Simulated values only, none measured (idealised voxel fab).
process module | voxel wiring stack
cross-section cut | 215 nm wide | cells 5 nm
A cross-section is a grid of square cells, given in bands from the top down. A band is one or more rows of cells.
Each band's line starts with the height of the band's top and of its bottom, in nm. Then come its materials from left to right, each with its width in nm. One material with "throughout" fills the band from edge to edge. "air" is empty space.
Height 0 is the level under which the wafer as received is all one material. The lowest band goes on downwards, as in "0 down".
A width such as "30 to 40" changes by the same amount from each row of cells to the next, from the band's top row to its bottom row.
"no change" after a step means that no cell of the cross-section changed.
closed voids: empty space of 8 cells or more with no open way to the top, each as width x height at its distance from the left edge, in nm
after a step's settings: what the simulator itself notes on the step
overlay nm, on a step with a mask: how far to the right of its planned place the mask lay; to the left if negative
plan
1 op RECEIVE | material Si
2 op CONFORMAL_DEP | material SiO2 | thk nm 15
3 op CONFORMAL_DEP | material SiN | thk nm 5
4 op DIRECTIONAL_DEP | material lowk | thk nm 15
5 op MASKED_ETCH | tone open | mask id METAL_1 | width nm 25 | pitch nm 45 | etch materials lowk | depth nm 15 | overlay nm 0
6 op MASKED_ETCH | tone open | mask id METAL_1 | width nm 25 | pitch nm 45 | etch materials SiN | depth nm 5 | overlay nm 0
7 op CONFORMAL_DEP | material TiN | thk nm 5
8 op FILL_DEP | material Cu | thk nm 5
9 op CMP | height nm 35
10 op CONFORMAL_DEP | material SiCN | thk nm 5
11 op DIRECTIONAL_DEP | material SiO2 | thk nm 25
12 op DIRECTIONAL_DEP | material aC | thk nm 10
13 op PATTERN | tone open | mask id METAL_2_HOLES | material resist | width nm 15 | pitch nm 45 | thk nm 25 | overlay nm 0
14 op DIRECTIONAL_ETCH | etch materials aC | depth nm 10
15 op STRIP | etch materials resist
16 op DIRECTIONAL_ETCH | etch materials SiO2 | depth nm 25
17 op STRIP | etch materials aC
18 op MASKED_ETCH | tone open | mask id METAL_2 | width nm 25 | pitch nm 45 | etch materials SiO2 | depth nm 15 | overlay nm 0
19 op MASKED_ETCH | tone open | mask id METAL_2 | width nm 25 | pitch nm 45 | etch materials SiCN | depth nm 5 | overlay nm 0
20 op CONFORMAL_DEP | material TiN | thk nm 5
21 op FILL_DEP | material Ru | thk nm 10
22 op CMP | height nm 65
23 op CONFORMAL_DEP | material SiCN | thk nm 5
24 op DIRECTIONAL_DEP | material SiO2 | thk nm 15
25 op MASKED_ETCH | tone open | mask id PLUG_2 | width nm 15 | etch materials SiO2 | depth nm 15 | overlay nm 0
26 op MASKED_ETCH | tone open | mask id PLUG_2 | width nm 15 | etch materials SiCN | depth nm 5 | overlay nm 0
27 op EPI | material Ru | thk nm 10
28 op EPI | material Ru | thk nm 10
29 op DIRECTIONAL_DEP | material TiN | thk nm 5
30 op DIRECTIONAL_DEP | material Ru | thk nm 20
31 op DIRECTIONAL_DEP | material aC | thk nm 10
32 op PATTERN | tone cover | mask id METAL_3 | material resist | width nm 25 | pitch nm 45 | thk nm 25 | overlay nm 0
33 op DIRECTIONAL_ETCH | etch materials aC | depth nm 10
34 op STRIP | etch materials resist
35 op DIRECTIONAL_ETCH | etch materials Ru | depth nm 20
36 op DIRECTIONAL_ETCH | etch materials TiN | depth nm 5
37 op STRIP | etch materials aC
38 op FILL_DEP | material SiO2 | thk nm 5
39 op CMP | height nm 110
40 op CONFORMAL_DEP | material SiCN | thk nm 5
41 op DIRECTIONAL_DEP | material lowk | thk nm 25
42 op MASKED_ETCH | tone open | mask id METAL_4 | width nm 25 | pitch nm 45 | etch materials lowk | depth nm 15 | overlay nm 0
43 op DIRECTIONAL_DEP | material aC | thk nm 15
44 op PATTERN | tone open | mask id METAL_4_HOLES | material resist | width nm 15 | thk nm 35 | overlay nm -15
45 op DIRECTIONAL_ETCH | etch materials aC | depth nm 15
46 op STRIP | etch materials resist
47 op DIRECTIONAL_ETCH | etch materials lowk | depth nm 10
48 op DIRECTIONAL_ETCH | etch materials SiCN | depth nm 5
49 op STRIP | etch materials aC
50 op CONFORMAL_DEP | material TiN | thk nm 5
51 op FILL_DEP | material Cu | thk nm 10
52 op CMP | height nm 140
53 op CONFORMAL_DEP | material SiCN | thk nm 5
varied across the wafers: overlay nm of step 44. The plan shows the first wafer's value. All wafers start alike
first wafer as received, after step 1
  0 down: Si throughout
  closed voids: none
each wafer at the end: cells of each material gained (+) or lost (-) since it was received, then its closed voids
overlay nm -15 | +33 Cu | +70 Ru | +163 SiCN | +33 SiN | +587 SiO2 | +83 TiN | +278 lowk | closed voids: none
overlay nm -10 | +32 Cu | +70 Ru | +162 SiCN | +33 SiN | +587 SiO2 | +85 TiN | +278 lowk | closed voids: none
overlay nm -5 | +31 Cu | +70 Ru | +161 SiCN | +33 SiN | +587 SiO2 | +87 TiN | +278 lowk | closed voids: none
overlay nm 0 | +33 Cu | +70 Ru | +160 SiCN | +33 SiN | +587 SiO2 | +86 TiN | +278 lowk | closed voids: none
overlay nm 5 | +33 Cu | +70 Ru | +160 SiCN | +33 SiN | +587 SiO2 | +86 TiN | +278 lowk | closed voids: none
overlay nm 10 | +33 Cu | +70 Ru | +160 SiCN | +33 SiN | +587 SiO2 | +86 TiN | +278 lowk | closed voids: none
overlay nm 15 | +31 Cu | +70 Ru | +161 SiCN | +33 SiN | +587 SiO2 | +87 TiN | +278 lowk | closed voids: none
